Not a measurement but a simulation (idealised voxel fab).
process module | voxel fin reveal
cross-section cut | 255 nm wide | cells 5 nm
A cross-section is a grid of square cells, given in bands from the top down. A band is one or more rows of cells.
Each band's line starts with the height of the band's top and of its bottom, in nm. Then come its materials from left to right, each with its width in nm. One material with "throughout" fills the band from edge to edge. "air" is empty space.
Height 0 is the level under which the wafer as received is all one material. The lowest band goes on downwards, as in "0 down".
A width such as "30 to 40" changes by the same amount from each row of cells to the next, from the band's top row to its bottom row.
"no change" after a step means that no cell of the cross-section changed.
closed voids: empty space of 8 cells or more with no open way to the top, each as width x height at its distance from the left edge, in nm
after a step's settings: what the simulator itself notes on the step
overlay nm, on a step with a mask: how far to the right of its planned place the mask lay; to the left if negative
plan
1 op RECEIVE | material Si
2 op CONFORMAL_DEP | material SiN | thk nm 5
3 op PATTERN | tone cover | mask id FINS | material resist | width nm 15 | pitch nm 45 | thk nm 15 | overlay nm 0
4 op DIRECTIONAL_ETCH | etch materials SiN | depth nm 5
5 op DIRECTIONAL_ETCH | etch materials Si | depth nm 30
6 op STRIP | etch materials resist
7 op FILL_DEP | material SiO2 | thk nm 5
8 op CMP | height nm 5
9 op SELECTIVE_ETCH | etch materials SiO2 | depth nm 15
10 op STRIP | etch materials SiN
varied across the wafers: thk nm of step 2. The plan shows the first wafer's value. All wafers start alike
first wafer as received, after step 1
  0 down: Si throughout
  closed voids: none
first wafer at the end, after step 10
  0 to -10: air 50 | Si 15 | air 30 | Si 15 | air 30 | Si 15 | air 30 | Si 15 | air 55
  -10 to -30: SiO2 50 | Si 15 | SiO2 30 | Si 15 | SiO2 30 | Si 15 | SiO2 30 | Si 15 | SiO2 55
  -30 down: Si throughout
  closed voids: none
last wafer at the end
  0 down: Si throughout
  closed voids: none
each wafer at the end: cells of each material gained (+) or lost (-) since it was received, then its closed voids
thk nm 5 | -234 Si | +156 SiO2 | closed voids: none
thk nm 10 | no cell changed | closed voids: none
thk nm 15 | no cell changed | closed voids: none
thk nm 20 | no cell changed | closed voids: none
